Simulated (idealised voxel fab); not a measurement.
The name of this process module is voxel double patterning.
The cross-section on display is named cut; it measures 285 nm wide, and its cells are 5 nm squares.
A cross-section in this document is a grid of square cells, and it is written down as bands, the top band listed before the ones below it; a band is made up of one or more rows of cells.
First you get the band's top height and its bottom height, in nm, and then the materials it's made of, left to right, with each width in nm. If you see a single material with "everywhere", that one covers the band edge to edge. "blank" is empty space.
Height reference: 0 = level under which incoming wafer is all one material. Lowest band: no bottom, runs on downward, e.g. "0 -> down".
With a width like "30->40", each row of cells in the band differs from the next by the same amount, the top row carrying the first number and the bottom row the second.
Step note "remained unchanged" = no cross-section cell changed.
What "Enclosed cavity list" gives you is every empty space of 8 cells or more that is cut off from the top. Each appears as width x height at distance, with the distance taken from the left edge and width, height and distance all in nm.
Anything after a step's settings on that line? It's the simulator's own note about the step.
overlay nm: on a step with a mask, how far right of its planned place the mask lay; negative means left.

Set out below are the planned steps of the process
1 RECEIVE (material Si)
2 CONFORMAL_DEP (material SiO2; thk nm 5)
3 DIRECTIONAL_DEP (material W; thk nm 10)
4 DIRECTIONAL_DEP (material SiCN; thk nm 10)
5 MASKED_ETCH (tone open; mask id FIRST; width nm 15; pitch nm 50; etch materials SiCN; depth nm 10; overlay nm 0)
6 DIRECTIONAL_DEP (material aC; thk nm 15)
7 PATTERN (tone open; mask id SECOND; material resist; width nm 15; thk nm 30; overlay nm 0)
8 DIRECTIONAL_ETCH (etch materials aC; depth nm 15)
9 STRIP (etch materials resist)
10 DIRECTIONAL_ETCH (etch materials SiCN; depth nm 10)
11 STRIP (etch materials aC)
12 DIRECTIONAL_ETCH (etch materials W; depth nm 10)
13 STRIP (etch materials SiCN)

First wafer, two in total, run as planned

The cross-section here shows the wafer as received, i.e. in its state after step 1
0 -> down  Si everywhere
Enclosed cavity list: none

after step 2
5 -> 0  SiO2 everywhere
Everything under 0 stays put, no change at all.

after step 3
15 -> 5  W everywhere
Everything under 5 stays put, no change at all.

after step 4
25 -> 15  SiCN everywhere
Everything under 15 stays put, no change at all.

after step 5
25 -> 15  SiCN=110 | blank=15 | SiCN=35 | blank=15 | SiCN=110
Everything under 15 stays put, no change at all.

after step 6
40 -> 30  aC=110 | blank=15 | aC=35 | blank=15 | aC=110
30 -> 25  aC everywhere
25 -> 15  SiCN=110 | aC=15 | SiCN=35 | aC=15 | SiCN=110
Everything under 15 stays put, no change at all.

after step 7
70 -> 40  resist=135 | blank=15 | resist=135
40 -> 30  aC=110 | resist=15 | aC=35 | resist=15 | aC=110
Everything under 30 stays put, no change at all.

after step 8
55 -> 40  resist=135 | blank=15 | resist=135
40 -> 30  aC=110 | resist=15 | aC=10 | blank=15 | aC=10 | resist=15 | aC=110
30 -> 25  aC=135 | blank=15 | aC=135
Everything under 25 stays put, no change at all.

after step 9
40 -> 30  aC=110 | blank=15 | aC=10 | blank=15 | aC=10 | blank=15 | aC=110
Everything under 30 stays put, no change at all.

after step 10
40 -> 30  aC=110 | blank=15 | aC=10 | blank=15 | aC=10 | blank=15 | aC=110
30 -> 25  aC=135 | blank=15 | aC=135
25 -> 15  SiCN=110 | aC=15 | SiCN=10 | blank=15 | SiCN=10 | aC=15 | SiCN=110
Everything under 15 stays put, no change at all.

after step 11
25 -> 15  SiCN=110 | blank=15 | SiCN=10 | blank=15 | SiCN=10 | blank=15 | SiCN=110
Everything under 15 stays put, no change at all.

after step 12
25 -> 15  SiCN=110 | blank=15 | SiCN=10 | blank=15 | SiCN=10 | blank=15 | SiCN=110
15 -> 5  W=110 | blank=15 | W=10 | blank=15 | W=10 | blank=15 | W=110
Everything under 5 stays put, no change at all.

after step 13
15 -> 5  W=110 | blank=15 | W=10 | blank=15 | W=10 | blank=15 | W=110
Everything under 5 stays put, no change at all.

The Second Wafer: Common Origin and Plan, One Mistake in Execution, Identical to the First Through Step 4

Look at the second wafer in cross-section at the time step 5 ought to have finished
25 -> 15  SiCN=115 | blank=15 | SiCN=35 | blank=15 | SiCN=105
Everything under 15 stays put, no change at all.

Look at the second wafer in cross-section at the time step 6 ought to have finished
40 -> 30  aC=115 | blank=15 | aC=35 | blank=15 | aC=105
30 -> 25  aC everywhere
25 -> 15  SiCN=115 | aC=15 | SiCN=35 | aC=15 | SiCN=105
Everything under 15 stays put, no change at all.

Look at the second wafer in cross-section at the time step 7 ought to have finished
70 -> 40  resist=135 | blank=15 | resist=135
40 -> 30  aC=115 | resist=15 | aC=35 | resist=15 | aC=105
Everything under 30 stays put, no change at all.

Look at the second wafer in cross-section at the time step 8 ought to have finished
55 -> 40  resist=135 | blank=15 | resist=135
40 -> 30  aC=115 | resist=15 | aC=5 | blank=15 | aC=15 | resist=15 | aC=105
30 -> 25  aC=135 | blank=15 | aC=135
Everything under 25 stays put, no change at all.

Look at the second wafer in cross-section at the time step 9 ought to have finished
40 -> 30  aC=115 | blank=15 | aC=5 | blank=15 | aC=15 | blank=15 | aC=105
Everything under 30 stays put, no change at all.

Look at the second wafer in cross-section at the time step 10 ought to have finished
40 -> 30  aC=115 | blank=15 | aC=5 | blank=15 | aC=15 | blank=15 | aC=105
30 -> 25  aC=135 | blank=15 | aC=135
25 -> 15  SiCN=115 | aC=15 | SiCN=5 | blank=15 | SiCN=15 | aC=15 | SiCN=105
Everything under 15 stays put, no change at all.

Look at the second wafer in cross-section at the time step 11 ought to have finished
25 -> 15  SiCN=115 | blank=15 | SiCN=5 | blank=15 | SiCN=15 | blank=15 | SiCN=105
Everything under 15 stays put, no change at all.

Look at the second wafer in cross-section at the time step 12 ought to have finished
25 -> 15  SiCN=115 | blank=15 | SiCN=5 | blank=15 | SiCN=15 | blank=15 | SiCN=105
15 -> 5  W=115 | blank=15 | W=5 | blank=15 | W=15 | blank=15 | W=105
Everything under 5 stays put, no change at all.

Look at the second wafer in cross-section at the time step 13 ought to have finished
15 -> 5  W=115 | blank=15 | W=5 | blank=15 | W=15 | blank=15 | W=105
Everything under 5 stays put, no change at all.
Nonconformance to the process plan: step 5 ran differently from the plan; actual operation with settings: MASKED_ETCH (tone open; mask id FIRST; width nm 15; pitch nm 50; etch materials SiCN; depth nm 10; overlay nm 5)
The concluding comparison shows that, measured in cells, each material is equally abundant on both wafers, albeit at different positions.
